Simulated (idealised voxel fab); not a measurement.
The following is a process module called voxel transistor to metal.
Shown is cross-section cut, with a width of 290 nm and square cells of size 5 nm.
If you're reading a cross-section in this doc, picture square cells in a grid; it comes to you as bands, top ones listed first down to the bottom, and a band can be one or more rows of cells.
In this notation a band is specified by the heights of its top and bottom, in that order and in nm, after which its materials appear from left to right, each paired with its width in nm. The word "throughout" attached to a single material means that material fills the band from edge to edge; the word "air" stands for empty space.
Measure heights from 0. That's the level where, below it, the as-received wafer is all one material. The lowest band is bottomless and extends downward; write it as in "top 0, no bottom".
So if you see something like "30 to 40" for the width, read it as the top row of the band sitting at the first number and the bottom row at the second, with every row in between moving by the same amount as the last.
"nothing was modified" after a step means that no cell of the cross-section changed.
So "Closed cavities" is basically the list of trapped voids: any empty space of 8 cells or more that can't reach the top through an opening. They're written width x height at distance, the distance being from the left edge, and it's all nm.
after a step's settings: what the simulator itself notes on the step
"overlay nm" answers the question of how far to the right of plan the mask lay on a step that has a mask, and when it is negative the answer is to the left.
What follows is a series of pairs. Each pair shows a cross-section before one process step and the cross-section after it, and the after view is drawn only down to the lowest band that changed. Beneath each pair is the step that lies between the two, with its settings. Pairs may come from different runs of this module on the same starting wafer, so a pair continues from the one above it only where its entry headed "Before-step section" says so.
Before-step section
	top 45, bottom 30: 30 nm aC, then 20 nm air, then 55 nm aC, then 20 nm air, then 40 nm aC, then 20 nm air, then 55 nm aC, then 20 nm air, then 30 nm aC
	top 30, bottom 20: SiO2 throughout
	top 20, bottom 10: 50 nm SiO2, then 10 nm SiN, then 5 nm HfO2, then 5 nm TiN, then 15 nm Cu, then 5 nm TiN, then 5 nm HfO2, then 10 nm SiN, then 80 nm SiO2, then 10 nm SiN, then 5 nm HfO2, then 5 nm TiN, then 15 nm Cu, then 5 nm TiN, then 5 nm HfO2, then 10 nm SiN, then 50 nm SiO2
	top 10, bottom 5: 30 nm SiO2, then 20 nm pSi, then 10 nm SiN, then 5 nm HfO2, then 5 nm TiN, then 15 nm Cu, then 5 nm TiN, then 5 nm HfO2, then 10 nm SiN, then 20 nm pSi, then 40 nm SiO2, then 20 nm pSi, then 10 nm SiN, then 5 nm HfO2, then 5 nm TiN, then 15 nm Cu, then 5 nm TiN, then 5 nm HfO2, then 10 nm SiN, then 20 nm pSi, then 30 nm SiO2
	top 5, bottom 0: 25 nm SiO2, then 10 nm SiN, then 15 nm pSi, then 10 nm SiN, then 5 nm HfO2, then 25 nm TiN, then 5 nm HfO2, then 10 nm SiN, then 15 nm pSi, then 10 nm SiN, then 30 nm SiO2, then 10 nm SiN, then 15 nm pSi, then 10 nm SiN, then 5 nm HfO2, then 25 nm TiN, then 5 nm HfO2, then 10 nm SiN, then 15 nm pSi, then 10 nm SiN, then 25 nm SiO2
	top 0, bottom -5: 35 nm SiO2, then 15 nm pSi, then 10 nm SiO2, then 35 nm HfO2, then 10 nm SiO2, then 15 nm pSi, then 50 nm SiO2, then 15 nm pSi, then 10 nm SiO2, then 35 nm HfO2, then 10 nm SiO2, then 15 nm pSi, then 35 nm SiO2
	top -5, bottom -15: 30 nm SiO2, then 5 nm Si, then 15 nm pSi, then 55 nm Si, then 15 nm pSi, then 5 nm Si, then 40 nm SiO2, then 5 nm Si, then 15 nm pSi, then 55 nm Si, then 15 nm pSi, then 5 nm Si, then 30 nm SiO2
	top -15, bottom -40: 30 nm SiO2, then 95 nm Si, then 40 nm SiO2, then 95 nm Si, then 30 nm SiO2
	top -40, no bottom: Si throughout
	Closed cavities: none
As Processed
	top 45, bottom 30: 30 nm aC, then 20 nm air, then 55 nm aC, then 20 nm air, then 40 nm aC, then 20 nm air, then 55 nm aC, then 20 nm air, then 30 nm aC
	top 30, bottom 20: 30 nm SiO2, then 20 nm air, then 55 nm SiO2, then 20 nm air, then 40 nm SiO2, then 20 nm air, then 55 nm SiO2, then 20 nm air, then 30 nm SiO2
	top 20, bottom 10: 30 nm SiO2, then 20 nm air, then 10 nm SiN, then 5 nm HfO2, then 5 nm TiN, then 15 nm Cu, then 5 nm TiN, then 5 nm HfO2, then 10 nm SiN, then 20 nm air, then 40 nm SiO2, then 20 nm air, then 10 nm SiN, then 5 nm HfO2, then 5 nm TiN, then 15 nm Cu, then 5 nm TiN, then 5 nm HfO2, then 10 nm SiN, then 20 nm air, then 30 nm SiO2
	Below 10, no change.
	Closed cavities: none
The step carried out between the cross-section before it and the cross-section after it, both shown above, is DIRECTIONAL_ETCH (etch materials SiO2; depth nm 20)
Before-step section: equal to the after panel directly above.
As Processed
	top 30, bottom 20: 30 nm SiO2, then 20 nm air, then 55 nm SiO2, then 20 nm air, then 40 nm SiO2, then 20 nm air, then 55 nm SiO2, then 20 nm air, then 30 nm SiO2
	Below 20, no change.
	Closed cavities: none
The step carried out between the cross-section before it and the cross-section after it, both shown above, is STRIP (etch materials aC)
Before-step section: equal to the after panel directly above.
As Processed
	top 35, bottom 30: 35 nm TiN, then 10 nm air, then 65 nm TiN, then 10 nm air, then 50 nm TiN, then 10 nm air, then 65 nm TiN, then 10 nm air, then 35 nm TiN
	top 30, bottom 20: 30 nm SiO2, then 5 nm TiN, then 10 nm air, then 5 nm TiN, then 55 nm SiO2, then 5 nm TiN, then 10 nm air, then 5 nm TiN, then 40 nm SiO2, then 5 nm TiN, then 10 nm air, then 5 nm TiN, then 55 nm SiO2, then 5 nm TiN, then 10 nm air, then 5 nm TiN, then 30 nm SiO2
	top 20, bottom 15: 30 nm SiO2, then 5 nm TiN, then 10 nm air, then 5 nm TiN, then 10 nm SiN, then 5 nm HfO2, then 5 nm TiN, then 15 nm Cu, then 5 nm TiN, then 5 nm HfO2, then 10 nm SiN, then 5 nm TiN, then 10 nm air, then 5 nm TiN, then 40 nm SiO2, then 5 nm TiN, then 10 nm air, then 5 nm TiN, then 10 nm SiN, then 5 nm HfO2, then 5 nm TiN, then 15 nm Cu, then 5 nm TiN, then 5 nm HfO2, then 10 nm SiN, then 5 nm TiN, then 10 nm air, then 5 nm TiN, then 30 nm SiO2
	top 15, bottom 10: 30 nm SiO2, then 20 nm TiN, then 10 nm SiN, then 5 nm HfO2, then 5 nm TiN, then 15 nm Cu, then 5 nm TiN, then 5 nm HfO2, then 10 nm SiN, then 20 nm TiN, then 40 nm SiO2, then 20 nm TiN, then 10 nm SiN, then 5 nm HfO2, then 5 nm TiN, then 15 nm Cu, then 5 nm TiN, then 5 nm HfO2, then 10 nm SiN, then 20 nm TiN, then 30 nm SiO2
	Below 10, no change.
	Closed cavities: none
The step carried out between the cross-section before it and the cross-section after it, both shown above, is CONFORMAL_DEP (material TiN; thk nm 5)
Before-step section: equal to the after panel directly above.
As Processed
	top 40, bottom 35: Ru throughout
	top 35, bottom 30: 35 nm TiN, then 10 nm Ru, then 65 nm TiN, then 10 nm Ru, then 50 nm TiN, then 10 nm Ru, then 65 nm TiN, then 10 nm Ru, then 35 nm TiN
	top 30, bottom 20: 30 nm SiO2, then 5 nm TiN, then 10 nm Ru, then 5 nm TiN, then 55 nm SiO2, then 5 nm TiN, then 10 nm Ru, then 5 nm TiN, then 40 nm SiO2, then 5 nm TiN, then 10 nm Ru, then 5 nm TiN, then 55 nm SiO2, then 5 nm TiN, then 10 nm Ru, then 5 nm TiN, then 30 nm SiO2
	top 20, bottom 15: 30 nm SiO2, then 5 nm TiN, then 10 nm Ru, then 5 nm TiN, then 10 nm SiN, then 5 nm HfO2, then 5 nm TiN, then 15 nm Cu, then 5 nm TiN, then 5 nm HfO2, then 10 nm SiN, then 5 nm TiN, then 10 nm Ru, then 5 nm TiN, then 40 nm SiO2, then 5 nm TiN, then 10 nm Ru, then 5 nm TiN, then 10 nm SiN, then 5 nm HfO2, then 5 nm TiN, then 15 nm Cu, then 5 nm TiN, then 5 nm HfO2, then 10 nm SiN, then 5 nm TiN, then 10 nm Ru, then 5 nm TiN, then 30 nm SiO2
	Below 15, no change.
	Closed cavities: none
The step carried out between the cross-section before it and the cross-section after it, both shown above, is FILL_DEP (material Ru; thk nm 5)
Before-step section: equal to the after panel directly above.
As Processed
	top 30, bottom 20: 30 nm SiO2, then 5 nm TiN, then 10 nm Ru, then 5 nm TiN, then 55 nm SiO2, then 5 nm TiN, then 10 nm Ru, then 5 nm TiN, then 40 nm SiO2, then 5 nm TiN, then 10 nm Ru, then 5 nm TiN, then 55 nm SiO2, then 5 nm TiN, then 10 nm Ru, then 5 nm TiN, then 30 nm SiO2
	Below 20, no change.
	Closed cavities: none
The step carried out between the cross-section before it and the cross-section after it, both shown above, is CMP (height nm 30)
Before-step section: equal to the after panel directly above.
As Processed
	top 35, bottom 30: TiN throughout
	Below 30, no change.
	Closed cavities: none
The step carried out between the cross-section before it and the cross-section after it, both shown above, is DIRECTIONAL_DEP (material TiN; thk nm 5)
Before-step section: equal to the after panel directly above.
As Processed
	top 55, bottom 35: W throughout
	Below 35, no change.
	Closed cavities: none
The step carried out between the cross-section before it and the cross-section after it, both shown above, is DIRECTIONAL_DEP (material W; thk nm 20)
Before-step section: equal to the after panel directly above.
As Processed
	top 65, bottom 55: aC throughout
	Below 55, no change.
	Closed cavities: none
The step carried out between the cross-section before it and the cross-section after it, both shown above, is DIRECTIONAL_DEP (material aC; thk nm 10)
Before-step section: equal to the after panel directly above.
As Processed
	top 90, bottom 65: 30 nm air, then 20 nm resist, then 55 nm air, then 20 nm resist, then 40 nm air, then 20 nm resist, then 55 nm air, then 20 nm resist, then 30 nm air
	Below 65, no change.
	Closed cavities: none
The step carried out between the cross-section before it and the cross-section after it, both shown above, is PATTERN (tone cover; mask id METAL_1; material resist; width nm 20; thk nm 25; overlay nm 0)
Before-step section: equal to the after panel directly above.
As Processed
	top 80, bottom 65: 30 nm air, then 20 nm resist, then 55 nm air, then 20 nm resist, then 40 nm air, then 20 nm resist, then 55 nm air, then 20 nm resist, then 30 nm air
	top 65, bottom 55: 30 nm air, then 20 nm aC, then 55 nm air, then 20 nm aC, then 40 nm air, then 20 nm aC, then 55 nm air, then 20 nm aC, then 30 nm air
	Below 55, no change.
	Closed cavities: none
The step carried out between the cross-section before it and the cross-section after it, both shown above, is DIRECTIONAL_ETCH (etch materials aC; depth nm 10)
Before-step section: equal to the after panel directly above.
As Processed
	top 65, bottom 55: 30 nm air, then 20 nm aC, then 55 nm air, then 20 nm aC, then 40 nm air, then 20 nm aC, then 55 nm air, then 20 nm aC, then 30 nm air
	Below 55, no change.
	Closed cavities: none
The step carried out between the cross-section before it and the cross-section after it, both shown above, is STRIP (etch materials resist)
Before-step section: equal to the after panel directly above.
As Processed
	top 65, bottom 55: 30 nm air, then 20 nm aC, then 55 nm air, then 20 nm aC, then 40 nm air, then 20 nm aC, then 55 nm air, then 20 nm aC, then 30 nm air
	top 55, bottom 35: 30 nm air, then 20 nm W, then 55 nm air, then 20 nm W, then 40 nm air, then 20 nm W, then 55 nm air, then 20 nm W, then 30 nm air
	Below 35, no change.
	Closed cavities: none
The step carried out between the cross-section before it and the cross-section after it, both shown above, is DIRECTIONAL_ETCH (etch materials W; depth nm 20)
Before-step section: equal to the after panel directly above.
As Processed
	top 65, bottom 55: 30 nm air, then 20 nm aC, then 55 nm air, then 20 nm aC, then 40 nm air, then 20 nm aC, then 55 nm air, then 20 nm aC, then 30 nm air
	top 55, bottom 35: 30 nm air, then 20 nm W, then 55 nm air, then 20 nm W, then 40 nm air, then 20 nm W, then 55 nm air, then 20 nm W, then 30 nm air
	top 35, bottom 30: 30 nm air, then 20 nm TiN, then 55 nm air, then 20 nm TiN, then 40 nm air, then 20 nm TiN, then 55 nm air, then 20 nm TiN, then 30 nm air
	Below 30, no change.
	Closed cavities: none
The step carried out between the cross-section before it and the cross-section after it, both shown above, is DIRECTIONAL_ETCH (etch materials TiN; depth nm 5)
Before-step section: equal to the after panel directly above.
As Processed
	top 55, bottom 35: 30 nm air, then 20 nm W, then 55 nm air, then 20 nm W, then 40 nm air, then 20 nm W, then 55 nm air, then 20 nm W, then 30 nm air
	Below 35, no change.
	Closed cavities: none
The step carried out between the cross-section before it and the cross-section after it, both shown above, is STRIP (etch materials aC)
Before-step section: equal to the after panel directly above.
As Processed
	top 65, bottom 55: lowk throughout
	top 55, bottom 35: 30 nm lowk, then 20 nm W, then 55 nm lowk, then 20 nm W, then 40 nm lowk, then 20 nm W, then 55 nm lowk, then 20 nm W, then 30 nm lowk
	top 35, bottom 30: 30 nm lowk, then 20 nm TiN, then 55 nm lowk, then 20 nm TiN, then 40 nm lowk, then 20 nm TiN, then 55 nm lowk, then 20 nm TiN, then 30 nm lowk
	Below 30, no change.
	Closed cavities: none
The step carried out between the cross-section before it and the cross-section after it, both shown above, is FILL_DEP (material lowk; thk nm 10)
Before-step section: equal to the after panel directly above.
As Processed
	top 55, bottom 35: 30 nm lowk, then 20 nm W, then 55 nm lowk, then 20 nm W, then 40 nm lowk, then 20 nm W, then 55 nm lowk, then 20 nm W, then 30 nm lowk
	Below 35, no change.
	Closed cavities: none
The step carried out between the cross-section before it and the cross-section after it, both shown above, is CMP (height nm 55)
Before-step section: equal to the after panel directly above.
As Processed
	top 60, bottom 55: SiCN throughout
	Below 55, no change.
	Closed cavities: none
The step carried out between the cross-section before it and the cross-section after it, both shown above, is CONFORMAL_DEP (material SiCN; thk nm 5)
Before-step section: equal to the after panel directly above.
As Processed
	top 95, bottom 60: SiO2 throughout
	Below 60, no change.
	Closed cavities: none
The step carried out between the cross-section before it and the cross-section after it, both shown above, is DIRECTIONAL_DEP (material SiO2; thk nm 35)
Before-step section: equal to the after panel directly above.
As Processed
	top 95, bottom 60: 30 nm SiO2, then 15 nm air, then 120 nm SiO2, then 15 nm air, then 110 nm SiO2
	Below 60, no change.
	Closed cavities: none
The step carried out between the cross-section before it and the cross-section after it, both shown above, is MASKED_ETCH (tone open; mask id METAL_2_HOLES; width nm 15; pitch nm 135; etch materials SiO2; depth nm 35; overlay nm 0)
Before-step section: equal to the after panel directly above.
As Processed
	top 105, bottom 95: 30 nm aC, then 15 nm air, then 120 nm aC, then 15 nm air, then 110 nm aC
	top 95, bottom 70: 30 nm SiO2, then 15 nm air, then 120 nm SiO2, then 15 nm air, then 110 nm SiO2
	top 70, bottom 60: 30 nm SiO2, then 15 nm aC, then 120 nm SiO2, then 15 nm aC, then 110 nm SiO2
	Below 60, no change.
	Closed cavities: none
The step carried out between the cross-section before it and the cross-section after it, both shown above, is DIRECTIONAL_DEP (material aC; thk nm 10)
Before-step section: equal to the after panel directly above.
As Processed
	top 130, bottom 105: 30 nm resist, then 20 nm air, then 115 nm resist, then 20 nm air, then 105 nm resist
	Below 105, no change.
	Closed cavities: none
The step carried out between the cross-section before it and the cross-section after it, both shown above, is PATTERN (tone open; mask id METAL_2; material resist; width nm 20; pitch nm 135; thk nm 25; overlay nm 0)
Before-step section: equal to the after panel directly above.
As Processed
	top 120, bottom 105: 30 nm resist, then 20 nm air, then 115 nm resist, then 20 nm air, then 105 nm resist
	top 105, bottom 95: 30 nm aC, then 20 nm air, then 115 nm aC, then 20 nm air, then 105 nm aC
	top 95, bottom 60: 30 nm SiO2, then 15 nm air, then 120 nm SiO2, then 15 nm air, then 110 nm SiO2
	Below 60, no change.
	Closed cavities: none
The step carried out between the cross-section before it and the cross-section after it, both shown above, is DIRECTIONAL_ETCH (etch materials aC; depth nm 10)
Before-step section: equal to the after panel directly above.
As Processed
	top 105, bottom 95: 30 nm aC, then 20 nm air, then 115 nm aC, then 20 nm air, then 105 nm aC
	Below 95, no change.
	Closed cavities: none
The step carried out between the cross-section before it and the cross-section after it, both shown above, is STRIP (etch materials resist)
Before-step section: equal to the after panel directly above.
As Processed
	top 105, bottom 95: 30 nm aC, then 20 nm air, then 115 nm aC, then 20 nm air, then 105 nm aC
	top 95, bottom 75: 30 nm SiO2, then 20 nm air, then 115 nm SiO2, then 20 nm air, then 105 nm SiO2
	Below 75, no change.
	Closed cavities: none
The step carried out between the cross-section before it and the cross-section after it, both shown above, is DIRECTIONAL_ETCH (etch materials SiO2; depth nm 20)
Before-step section: equal to the after panel directly above.
As Processed
	top 105, bottom 95: 30 nm aC, then 20 nm air, then 115 nm aC, then 20 nm air, then 105 nm aC
	top 95, bottom 75: 30 nm SiO2, then 20 nm air, then 115 nm SiO2, then 20 nm air, then 105 nm SiO2
	top 75, bottom 60: 30 nm SiO2, then 15 nm air, then 120 nm SiO2, then 15 nm air, then 110 nm SiO2
	top 60, bottom 55: 30 nm SiCN, then 15 nm air, then 120 nm SiCN, then 15 nm air, then 110 nm SiCN
	Below 55, no change.
	Closed cavities: none
The step carried out between the cross-section before it and the cross-section after it, both shown above, is DIRECTIONAL_ETCH (etch materials SiCN; depth nm 5)
Before-step section: equal to the after panel directly above.
As Processed
	top 95, bottom 75: 30 nm SiO2, then 20 nm air, then 115 nm SiO2, then 20 nm air, then 105 nm SiO2
	Below 75, no change.
	Closed cavities: none
The step carried out between the cross-section before it and the cross-section after it, both shown above, is STRIP (etch materials aC)
Before-step section: equal to the after panel directly above.
As Processed
	top 100, bottom 95: 35 nm TiN, then 10 nm air, then 125 nm TiN, then 10 nm air, then 110 nm TiN
	top 95, bottom 80: 30 nm SiO2, then 5 nm TiN, then 10 nm air, then 5 nm TiN, then 115 nm SiO2, then 5 nm TiN, then 10 nm air, then 5 nm TiN, then 105 nm SiO2
	top 80, bottom 75: 30 nm SiO2, then 5 nm TiN, then 5 nm air, then 10 nm TiN, then 115 nm SiO2, then 5 nm TiN, then 5 nm air, then 10 nm TiN, then 105 nm SiO2
	top 75, bottom 60: 30 nm SiO2, then 5 nm TiN, then 5 nm air, then 5 nm TiN, then 120 nm SiO2, then 5 nm TiN, then 5 nm air, then 5 nm TiN, then 110 nm SiO2
	top 60, bottom 55: 30 nm SiCN, then 15 nm TiN, then 120 nm SiCN, then 15 nm TiN, then 110 nm SiCN
	Below 55, no change.
	Closed cavities: none
The step carried out between the cross-section before it and the cross-section after it, both shown above, is CONFORMAL_DEP (material TiN; thk nm 5)
Before-step section: equal to the after panel directly above.
As Processed
	top 110, bottom 100: Cu throughout
	top 100, bottom 95: 35 nm TiN, then 10 nm Cu, then 125 nm TiN, then 10 nm Cu, then 110 nm TiN
	top 95, bottom 80: 30 nm SiO2, then 5 nm TiN, then 10 nm Cu, then 5 nm TiN, then 115 nm SiO2, then 5 nm TiN, then 10 nm Cu, then 5 nm TiN, then 105 nm SiO2
	top 80, bottom 75: 30 nm SiO2, then 5 nm TiN, then 5 nm Cu, then 10 nm TiN, then 115 nm SiO2, then 5 nm TiN, then 5 nm Cu, then 10 nm TiN, then 105 nm SiO2
	top 75, bottom 60: 30 nm SiO2, then 5 nm TiN, then 5 nm Cu, then 5 nm TiN, then 120 nm SiO2, then 5 nm TiN, then 5 nm Cu, then 5 nm TiN, then 110 nm SiO2
	Below 60, no change.
	Closed cavities: none
The step carried out between the cross-section before it and the cross-section after it, both shown above, is FILL_DEP (material Cu; thk nm 10)
Before-step section: equal to the after panel directly above.
As Processed
	top 95, bottom 80: 30 nm SiO2, then 5 nm TiN, then 10 nm Cu, then 5 nm TiN, then 115 nm SiO2, then 5 nm TiN, then 10 nm Cu, then 5 nm TiN, then 105 nm SiO2
	Below 80, no change.
	Closed cavities: none
The step carried out between the cross-section before it and the cross-section after it, both shown above, is CMP (height nm 95)
Before-step section: equal to the after panel directly above.
As Processed
	top 100, bottom 95: SiN throughout
	Below 95, no change.
	Closed cavities: none
The step carried out between the cross-section before it and the cross-section after it, both shown above, is CONFORMAL_DEP (material SiN; thk nm 5)
Before-step section
	top 65, bottom 55: aC throughout
	top 55, bottom 35: W throughout
	top 35, bottom 30: TiN throughout
	top 30, bottom 20: 30 nm SiO2, then 5 nm TiN, then 10 nm Ru, then 5 nm TiN, then 55 nm SiO2, then 5 nm TiN, then 10 nm Ru, then 5 nm TiN, then 40 nm SiO2, then 5 nm TiN, then 10 nm Ru, then 5 nm TiN, then 55 nm SiO2, then 5 nm TiN, then 10 nm Ru, then 5 nm TiN, then 30 nm SiO2
	top 20, bottom 15: 30 nm SiO2, then 5 nm TiN, then 10 nm Ru, then 5 nm TiN, then 10 nm SiN, then 5 nm HfO2, then 5 nm TiN, then 15 nm W, then 5 nm TiN, then 5 nm HfO2, then 10 nm SiN, then 5 nm TiN, then 10 nm Ru, then 5 nm TiN, then 40 nm SiO2, then 5 nm TiN, then 10 nm Ru, then 5 nm TiN, then 10 nm SiN, then 5 nm HfO2, then 5 nm TiN, then 15 nm W, then 5 nm TiN, then 5 nm HfO2, then 10 nm SiN, then 5 nm TiN, then 10 nm Ru, then 5 nm TiN, then 30 nm SiO2
	top 15, bottom 10: 30 nm SiO2, then 20 nm TiN, then 10 nm SiN, then 5 nm HfO2, then 5 nm TiN, then 15 nm W, then 5 nm TiN, then 5 nm HfO2, then 10 nm SiN, then 20 nm TiN, then 40 nm SiO2, then 20 nm TiN, then 10 nm SiN, then 5 nm HfO2, then 5 nm TiN, then 15 nm W, then 5 nm TiN, then 5 nm HfO2, then 10 nm SiN, then 20 nm TiN, then 30 nm SiO2
	top 10, bottom 5: 30 nm SiO2, then 20 nm pSi, then 10 nm SiN, then 5 nm HfO2, then 5 nm TiN, then 15 nm W, then 5 nm TiN, then 5 nm HfO2, then 10 nm SiN, then 20 nm pSi, then 40 nm SiO2, then 20 nm pSi, then 10 nm SiN, then 5 nm HfO2, then 5 nm TiN, then 15 nm W, then 5 nm TiN, then 5 nm HfO2, then 10 nm SiN, then 20 nm pSi, then 30 nm SiO2
	top 5, bottom 0: 25 nm SiO2, then 10 nm SiN, then 15 nm pSi, then 10 nm SiN, then 5 nm HfO2, then 25 nm TiN, then 5 nm HfO2, then 10 nm SiN, then 15 nm pSi, then 10 nm SiN, then 30 nm SiO2, then 10 nm SiN, then 15 nm pSi, then 10 nm SiN, then 5 nm HfO2, then 25 nm TiN, then 5 nm HfO2, then 10 nm SiN, then 15 nm pSi, then 10 nm SiN, then 25 nm SiO2
	top 0, bottom -5: 35 nm SiO2, then 15 nm pSi, then 10 nm SiO2, then 35 nm HfO2, then 10 nm SiO2, then 15 nm pSi, then 50 nm SiO2, then 15 nm pSi, then 10 nm SiO2, then 35 nm HfO2, then 10 nm SiO2, then 15 nm pSi, then 35 nm SiO2
	top -5, bottom -15: 30 nm SiO2, then 5 nm Si, then 15 nm pSi, then 55 nm Si, then 15 nm pSi, then 5 nm Si, then 40 nm SiO2, then 5 nm Si, then 15 nm pSi, then 55 nm Si, then 15 nm pSi, then 5 nm Si, then 30 nm SiO2
	top -15, bottom -40: 30 nm SiO2, then 95 nm Si, then 40 nm SiO2, then 95 nm Si, then 30 nm SiO2
	top -40, no bottom: Si throughout
	Closed cavities: none
As Processed
	top 90, bottom 65: 30 nm resist, then 20 nm air, then 55 nm resist, then 20 nm air, then 40 nm resist, then 20 nm air, then 55 nm resist, then 20 nm air, then 30 nm resist
	Below 65, no change.
	Closed cavities: none
The step carried out between the cross-section before it and the cross-section after it, both shown above, is PATTERN (tone open; mask id METAL_1; material resist; width nm 20; thk nm 25; overlay nm 0)
Before-step section: equal to the after panel directly above.
As Processed
	top 80, bottom 65: 30 nm resist, then 20 nm air, then 55 nm resist, then 20 nm air, then 40 nm resist, then 20 nm air, then 55 nm resist, then 20 nm air, then 30 nm resist
	top 65, bottom 55: 30 nm aC, then 20 nm air, then 55 nm aC, then 20 nm air, then 40 nm aC, then 20 nm air, then 55 nm aC, then 20 nm air, then 30 nm aC
	Below 55, no change.
	Closed cavities: none
The step carried out between the cross-section before it and the cross-section after it, both shown above, is DIRECTIONAL_ETCH (etch materials aC; depth nm 10)
Before-step section: equal to the after panel directly above.
As Processed
	top 65, bottom 55: 30 nm aC, then 20 nm air, then 55 nm aC, then 20 nm air, then 40 nm aC, then 20 nm air, then 55 nm aC, then 20 nm air, then 30 nm aC
	Below 55, no change.
	Closed cavities: none
The step carried out between the cross-section before it and the cross-section after it, both shown above, is STRIP (etch materials resist)
Before-step section: equal to the after panel directly above.
As Processed
	top 65, bottom 55: 30 nm aC, then 20 nm air, then 55 nm aC, then 20 nm air, then 40 nm aC, then 20 nm air, then 55 nm aC, then 20 nm air, then 30 nm aC
	top 55, bottom 35: 30 nm W, then 20 nm air, then 55 nm W, then 20 nm air, then 40 nm W, then 20 nm air, then 55 nm W, then 20 nm air, then 30 nm W
	Below 35, no change.
	Closed cavities: none
The step carried out between the cross-section before it and the cross-section after it, both shown above, is DIRECTIONAL_ETCH (etch materials W; depth nm 20)
Before-step section: equal to the after panel directly above.
As Processed
	top 65, bottom 55: 30 nm aC, then 20 nm air, then 55 nm aC, then 20 nm air, then 40 nm aC, then 20 nm air, then 55 nm aC, then 20 nm air, then 30 nm aC
	top 55, bottom 35: 30 nm W, then 20 nm air, then 55 nm W, then 20 nm air, then 40 nm W, then 20 nm air, then 55 nm W, then 20 nm air, then 30 nm W
	top 35, bottom 30: 30 nm TiN, then 20 nm air, then 55 nm TiN, then 20 nm air, then 40 nm TiN, then 20 nm air, then 55 nm TiN, then 20 nm air, then 30 nm TiN
	Below 30, no change.
	Closed cavities: none
The step carried out between the cross-section before it and the cross-section after it, both shown above, is DIRECTIONAL_ETCH (etch materials TiN; depth nm 5)
Before-step section: equal to the after panel directly above.
As Processed
	top 55, bottom 35: 30 nm W, then 20 nm air, then 55 nm W, then 20 nm air, then 40 nm W, then 20 nm air, then 55 nm W, then 20 nm air, then 30 nm W
	Below 35, no change.
	Closed cavities: none
The step carried out between the cross-section before it and the cross-section after it, both shown above, is STRIP (etch materials aC)
Before-step section: equal to the after panel directly above.
As Processed
	top 65, bottom 55: lowk throughout
	top 55, bottom 35: 30 nm W, then 20 nm lowk, then 55 nm W, then 20 nm lowk, then 40 nm W, then 20 nm lowk, then 55 nm W, then 20 nm lowk, then 30 nm W
	top 35, bottom 30: 30 nm TiN, then 20 nm lowk, then 55 nm TiN, then 20 nm lowk, then 40 nm TiN, then 20 nm lowk, then 55 nm TiN, then 20 nm lowk, then 30 nm TiN
	Below 30, no change.
	Closed cavities: none
The step carried out between the cross-section before it and the cross-section after it, both shown above, is FILL_DEP (material lowk; thk nm 10)
Before-step section: equal to the after panel directly above.
As Processed
	top 55, bottom 35: 30 nm W, then 20 nm lowk, then 55 nm W, then 20 nm lowk, then 40 nm W, then 20 nm lowk, then 55 nm W, then 20 nm lowk, then 30 nm W
	Below 35, no change.
	Closed cavities: none
The step carried out between the cross-section before it and the cross-section after it, both shown above, is CMP (height nm 55)
Before-step section: equal to the after panel directly above.
As Processed
	top 60, bottom 55: SiCN throughout
	Below 55, no change.
	Closed cavities: none
The step carried out between the cross-section before it and the cross-section after it, both shown above, is CONFORMAL_DEP (material SiCN; thk nm 5)
Before-step section: equal to the after panel directly above.
As Processed
	top 95, bottom 60: SiO2 throughout
	Below 60, no change.
	Closed cavities: none
The step carried out between the cross-section before it and the cross-section after it, both shown above, is DIRECTIONAL_DEP (material SiO2; thk nm 35)
Before-step section: equal to the after panel directly above.
As Processed
	top 95, bottom 60: 30 nm SiO2, then 15 nm air, then 120 nm SiO2, then 15 nm air, then 110 nm SiO2
	Below 60, no change.
	Closed cavities: none
The step carried out between the cross-section before it and the cross-section after it, both shown above, is MASKED_ETCH (tone open; mask id METAL_2_HOLES; width nm 15; pitch nm 135; etch materials SiO2; depth nm 35; overlay nm 0)
Before-step section: equal to the after panel directly above.
As Processed
	top 105, bottom 95: 30 nm aC, then 15 nm air, then 120 nm aC, then 15 nm air, then 110 nm aC
	top 95, bottom 70: 30 nm SiO2, then 15 nm air, then 120 nm SiO2, then 15 nm air, then 110 nm SiO2
	top 70, bottom 60: 30 nm SiO2, then 15 nm aC, then 120 nm SiO2, then 15 nm aC, then 110 nm SiO2
	Below 60, no change.
	Closed cavities: none
The step carried out between the cross-section before it and the cross-section after it, both shown above, is DIRECTIONAL_DEP (material aC; thk nm 10)
Before-step section: equal to the after panel directly above.
As Processed
	top 130, bottom 105: 30 nm resist, then 20 nm air, then 115 nm resist, then 20 nm air, then 105 nm resist
	Below 105, no change.
	Closed cavities: none
The step carried out between the cross-section before it and the cross-section after it, both shown above, is PATTERN (tone open; mask id METAL_2; material resist; width nm 20; pitch nm 135; thk nm 25; overlay nm 0)
Before-step section: equal to the after panel directly above.
As Processed
	top 120, bottom 105: 30 nm resist, then 20 nm air, then 115 nm resist, then 20 nm air, then 105 nm resist
	top 105, bottom 95: 30 nm aC, then 20 nm air, then 115 nm aC, then 20 nm air, then 105 nm aC
	top 95, bottom 60: 30 nm SiO2, then 15 nm air, then 120 nm SiO2, then 15 nm air, then 110 nm SiO2
	Below 60, no change.
	Closed cavities: none
The step carried out between the cross-section before it and the cross-section after it, both shown above, is DIRECTIONAL_ETCH (etch materials aC; depth nm 10)
Before-step section: equal to the after panel directly above.
As Processed
	top 105, bottom 95: 30 nm aC, then 20 nm air, then 115 nm aC, then 20 nm air, then 105 nm aC
	Below 95, no change.
	Closed cavities: none
The step carried out between the cross-section before it and the cross-section after it, both shown above, is STRIP (etch materials resist)
Before-step section: equal to the after panel directly above.
As Processed
	top 105, bottom 95: 30 nm aC, then 20 nm air, then 115 nm aC, then 20 nm air, then 105 nm aC
	top 95, bottom 75: 30 nm SiO2, then 20 nm air, then 115 nm SiO2, then 20 nm air, then 105 nm SiO2
	Below 75, no change.
	Closed cavities: none
The step carried out between the cross-section before it and the cross-section after it, both shown above, is DIRECTIONAL_ETCH (etch materials SiO2; depth nm 20)
Before-step section: equal to the after panel directly above.
As Processed
	top 105, bottom 95: 30 nm aC, then 20 nm air, then 115 nm aC, then 20 nm air, then 105 nm aC
	top 95, bottom 75: 30 nm SiO2, then 20 nm air, then 115 nm SiO2, then 20 nm air, then 105 nm SiO2
	top 75, bottom 60: 30 nm SiO2, then 15 nm air, then 120 nm SiO2, then 15 nm air, then 110 nm SiO2
	top 60, bottom 55: 30 nm SiCN, then 15 nm air, then 120 nm SiCN, then 15 nm air, then 110 nm SiCN
	Below 55, no change.
	Closed cavities: none
The step carried out between the cross-section before it and the cross-section after it, both shown above, is DIRECTIONAL_ETCH (etch materials SiCN; depth nm 5)
Before-step section: equal to the after panel directly above.
As Processed
	top 95, bottom 75: 30 nm SiO2, then 20 nm air, then 115 nm SiO2, then 20 nm air, then 105 nm SiO2
	Below 75, no change.
	Closed cavities: none
The step carried out between the cross-section before it and the cross-section after it, both shown above, is STRIP (etch materials aC)
